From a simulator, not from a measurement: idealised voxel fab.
Proc. module: voxel air gaps
Cross-section cut spans 295 nm and uses square cells 5 nm in size.
Heads up, the way a cross-section reads in here is a grid of square cells, handed over as bands from the top down, with every band being one or more rows of cells.
Band entry format. Leading values: height of top, height of bottom, nm. Remainder: materials in left-to-right order, each with its width in nm. Special words: "edge to edge" on a single material, which then fills the band edge to edge; "blank", empty space.
Heights are expressed relative to 0, this being the level below which the as-received wafer comprises one material exclusively. The lowest band is unbounded in the downward direction and is denoted as in "from 0 down".
Width spec "30..40" -> top row of cells at first value, bottom row at second value, equal per-row change in between.
No cell of the cross-section changed in a step that is given as "nothing got changed".
You'll see "Catalogued sealed voids" listing empty spaces that have no way open to the top, as long as they're 8 cells or more; the notation is width x height at distance, where the distance is from the left edge, and all of it is in nm.
If you see something after the settings on a step's line, that's the simulator's own remark about that step.
"overlay nm" answers the question of how far to the right of plan the mask lay on a step that has a mask, and when it is negative the answer is to the left.

Set out below are the planned steps of the process
1: RECEIVE,material Si
2: CONFORMAL_DEP,material SiO2,thk nm 10
3: CONFORMAL_DEP,material SiCN,thk nm 5
4: DIRECTIONAL_DEP,material SiO2,thk nm 40
5: DIRECTIONAL_DEP,material aC,thk nm 15
6: PATTERN,tone open,mask id LINES,material resist,width nm 25,pitch nm 50,thk nm 30,overlay nm 0
7: DIRECTIONAL_ETCH,etch materials aC,depth nm 15
8: STRIP,etch materials resist
9: DIRECTIONAL_ETCH,etch materials SiO2,depth nm 40
10: STRIP,etch materials aC
11: CONFORMAL_DEP,material TiN,thk nm 5
12: FILL_DEP,material Cu,thk nm 10
13: CMP,height nm 55
14: EPI,material Ru,thk nm 10
15: SELECTIVE_ETCH,etch materials SiO2,depth nm 50
16: CONFORMAL_DEP,material SiCN,thk nm 5

Incoming wafer in cross-section (state: after step 1)
> from 0 down: Si edge to edge
> Catalogued sealed voids: none

Look at the cross-section after the module: the wafer started out the way shown above and the plan was the one shown above, yet one mistake was made along the way
> from 80 to 75: blank 35 nm | SiCN 225 nm | blank 35 nm
> from 75 to 55: blank 35 nm | SiCN 5 nm | Ru 215 nm | SiCN 5 nm | blank 35 nm
> from 55 to 50: blank 35 nm | SiCN 25 nm | TiN 5 nm | Cu 15 nm | TiN 5 nm | SiO2 25 nm | TiN 5 nm | Cu 15 nm | TiN 5 nm | SiO2 25 nm | TiN 5 nm | Cu 15 nm | TiN 5 nm | SiO2 25 nm | TiN 5 nm | Cu 15 nm | TiN 5 nm | SiCN 25 nm | blank 35 nm
> from 50 to 20: blank 55 nm | SiCN 5 nm | TiN 5 nm | Cu 15 nm | TiN 5 nm | SiO2 25 nm | TiN 5 nm | Cu 15 nm | TiN 5 nm | SiO2 25 nm | TiN 5 nm | Cu 15 nm | TiN 5 nm | SiO2 25 nm | TiN 5 nm | Cu 15 nm | TiN 5 nm | SiCN 5 nm | blank 55 nm
> from 20 to 15: SiCN 60 nm | TiN 25 nm | SiO2 25 nm | TiN 25 nm | SiO2 25 nm | TiN 25 nm | SiO2 25 nm | TiN 25 nm | SiCN 60 nm
> from 15 to 10: SiCN edge to edge
> from 10 to 0: SiO2 edge to edge
> from 0 down: Si edge to edge
> Catalogued sealed voids: none
Nonconformance to the process plan: step 14 of the plan was carried out twice
